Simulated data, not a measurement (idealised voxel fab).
Title: Process Module voxel ribs on slabs
Xsec cut, 195 nm wide, square cell size 5 nm.
Just so we're on the same page, the cross-sections are grids of square cells, and they're listed out in bands top to bottom, each band one or more rows deep. Within each band entry, the heights of the top and of the bottom of the band appear first, in that order and in nm; the materials of the band then follow from left to right, each with its corresponding width in nm. The designation "full width" on a single material indicates that it fills the band from edge to edge; the designation "air" indicates empty space. Heads up on the height convention: 0 is the point under which the incoming wafer is all one material, and the lowest band has no bottom, it just keeps going down, like "0 nm and below". Per-row width for "30..40": begins at first number (top row of band), ends at second number (bottom row), increment between rows held constant. For the purposes of this document, the phrase "remained the same" attached to a step denotes that no cell within the cross-section was modified by that step. "Enclosed voids" - sealed voids, min. 8 cells, no opening to top; format: width x height at distance (distance from left edge; nm throughout). Formally, on a step line, whatever follows the settings is a remark that the simulator itself makes on the step. overlay nm: where the mask lay relative to plan, measured to the right, on steps with a mask; negatives go left.
[Planned process steps]
1,op RECEIVE | material Si
2,op DIRECTIONAL_DEP | material SiO2 | thk nm 20
3,op DIRECTIONAL_DEP | material polySi | thk nm 15
4,op MASKED_ETCH | tone cover | mask id RIB | width nm 15 | etch materials polySi | depth nm 5 | overlay nm 0
5,op DIRECTIONAL_DEP | material aC | thk nm 15
6,op PATTERN | tone cover | mask id SLAB | material resist | width nm 55 | thk nm 35 | overlay nm 0
7,op DIRECTIONAL_ETCH | etch materials aC | depth nm 15
8,op STRIP | etch materials resist
9,op DIRECTIONAL_ETCH | etch materials polySi | depth nm 10
10,op STRIP | etch materials aC
11,op FILL_DEP | material SiO2 | thk nm 30
12,op CMP | height nm 55
13,op DIRECTIONAL_DEP | material TiN | thk nm 5
14,op DIRECTIONAL_DEP | material aC | thk nm 15
15,op PATTERN | tone cover | mask id HEATER | material resist | width nm 25 | thk nm 30 | overlay nm 0
16,op DIRECTIONAL_ETCH | etch materials aC | depth nm 15
17,op STRIP | etch materials resist
18,op DIRECTIONAL_ETCH | etch materials TiN | depth nm 5
19,op STRIP | etch materials aC
20,op CONFORMAL_DEP | material SiN | thk nm 5
[first wafer, as planned]
[Shown in cross-section is the wafer as received, that is, as it stands after step 1]
> 0 nm and below = Si full width
> Enclosed voids: none
[The wafer, seen in cross-section, after step 2]
> 20 nm to 0 nm = SiO2 full width
> Below 0, the layers are the same as they were.
[The wafer, seen in cross-section, after step 3]
> 35 nm to 20 nm = polySi full width
> Below 20, the layers are the same as they were.
[The wafer, seen in cross-section, after step 4]
> 35 nm to 30 nm = air 90 nm; polySi 15 nm; air 90 nm
> Below 30, the layers are the same as they were.
[The wafer, seen in cross-section, after step 5]
> 50 nm to 45 nm = air 90 nm; aC 15 nm; air 90 nm
> 45 nm to 35 nm = aC full width
> 35 nm to 30 nm = aC 90 nm; polySi 15 nm; aC 90 nm
> Below 30, the layers are the same as they were.
[The wafer, seen in cross-section, after step 6]
> 85 nm to 50 nm = air 70 nm; resist 55 nm; air 70 nm
> 50 nm to 45 nm = air 70 nm; resist 20 nm; aC 15 nm; resist 20 nm; air 70 nm
> Below 45, the layers are the same as they were.
[The wafer, seen in cross-section, after step 7]
> 70 nm to 50 nm = air 70 nm; resist 55 nm; air 70 nm
> 50 nm to 45 nm = air 70 nm; resist 20 nm; aC 15 nm; resist 20 nm; air 70 nm
> 45 nm to 35 nm = air 70 nm; aC 55 nm; air 70 nm
> 35 nm to 30 nm = air 70 nm; aC 20 nm; polySi 15 nm; aC 20 nm; air 70 nm
> Below 30, the layers are the same as they were.
[The wafer, seen in cross-section, after step 8]
> 50 nm to 45 nm = air 90 nm; aC 15 nm; air 90 nm
> Below 45, the layers are the same as they were.
[The wafer, seen in cross-section, after step 9]
> 50 nm to 45 nm = air 90 nm; aC 15 nm; air 90 nm
> 45 nm to 35 nm = air 70 nm; aC 55 nm; air 70 nm
> 35 nm to 30 nm = air 70 nm; aC 20 nm; polySi 15 nm; aC 20 nm; air 70 nm
> 30 nm to 20 nm = air 70 nm; polySi 55 nm; air 70 nm
> Below 20, the layers are the same as they were.
[The wafer, seen in cross-section, after step 10]
> 35 nm to 30 nm = air 90 nm; polySi 15 nm; air 90 nm
> Below 30, the layers are the same as they were.
[The wafer, seen in cross-section, after step 11]
> 65 nm to 35 nm = SiO2 full width
> 35 nm to 30 nm = SiO2 90 nm; polySi 15 nm; SiO2 90 nm
> 30 nm to 20 nm = SiO2 70 nm; polySi 55 nm; SiO2 70 nm
> Below 20, the layers are the same as they were.
[The wafer, seen in cross-section, after step 12]
> 55 nm to 35 nm = SiO2 full width
> Below 35, the layers are the same as they were.
[The wafer, seen in cross-section, after step 13]
> 60 nm to 55 nm = TiN full width
> Below 55, the layers are the same as they were.
[The wafer, seen in cross-section, after step 14]
> 75 nm to 60 nm = aC full width
> Below 60, the layers are the same as they were.
[The wafer, seen in cross-section, after step 15]
> 105 nm to 75 nm = air 85 nm; resist 25 nm; air 85 nm
> Below 75, the layers are the same as they were.
[The wafer, seen in cross-section, after step 16]
> 90 nm to 75 nm = air 85 nm; resist 25 nm; air 85 nm
> 75 nm to 60 nm = air 85 nm; aC 25 nm; air 85 nm
> Below 60, the layers are the same as they were.
[The wafer, seen in cross-section, after step 17]
> 75 nm to 60 nm = air 85 nm; aC 25 nm; air 85 nm
> Below 60, the layers are the same as they were.
[The wafer, seen in cross-section, after step 18]
> 75 nm to 60 nm = air 85 nm; aC 25 nm; air 85 nm
> 60 nm to 55 nm = air 85 nm; TiN 25 nm; air 85 nm
> Below 55, the layers are the same as they were.
[The wafer, seen in cross-section, after step 19]
> 60 nm to 55 nm = air 85 nm; TiN 25 nm; air 85 nm
> Below 55, the layers are the same as they were.
[The wafer, seen in cross-section, after step 20]
> 65 nm to 60 nm = air 80 nm; SiN 35 nm; air 80 nm
> 60 nm to 55 nm = SiN 85 nm; TiN 25 nm; SiN 85 nm
> Below 55, the layers are the same as they were.
[Second wafer, same starting state and plan as the first, one mistake in the run, identical through step 14]
[The second wafer in cross-section, at the planned close of step 15]
> 105 nm to 75 nm = resist 85 nm; air 25 nm; resist 85 nm
> Below 75, the layers are the same as they were.
[The second wafer in cross-section, at the planned close of step 16]
> 90 nm to 75 nm = resist 85 nm; air 25 nm; resist 85 nm
> 75 nm to 60 nm = aC 85 nm; air 25 nm; aC 85 nm
> Below 60, the layers are the same as they were.
[The second wafer in cross-section, at the planned close of step 17]
> 75 nm to 60 nm = aC 85 nm; air 25 nm; aC 85 nm
> Below 60, the layers are the same as they were.
[The second wafer in cross-section, at the planned close of step 18]
> 75 nm to 60 nm = aC 85 nm; air 25 nm; aC 85 nm
> 60 nm to 55 nm = TiN 85 nm; air 25 nm; TiN 85 nm
> Below 55, the layers are the same as they were.
[The second wafer in cross-section, at the planned close of step 19]
> 60 nm to 55 nm = TiN 85 nm; air 25 nm; TiN 85 nm
> Below 55, the layers are the same as they were.
[The second wafer in cross-section, at the planned close of step 20]
> 65 nm to 60 nm = SiN 90 nm; air 15 nm; SiN 90 nm
> 60 nm to 55 nm = TiN 85 nm; SiN 25 nm; TiN 85 nm
> Below 55, the layers are the same as they were.
What broke from the plan during processing? note that step 15 departed from the planned setting and was carried out as op PATTERN | tone open | mask id HEATER | material resist | width nm 25 | thk nm 30 | overlay nm 0
Final comparison by cell count, materials where the second wafer has more or fewer than the first: 29 more of TiN
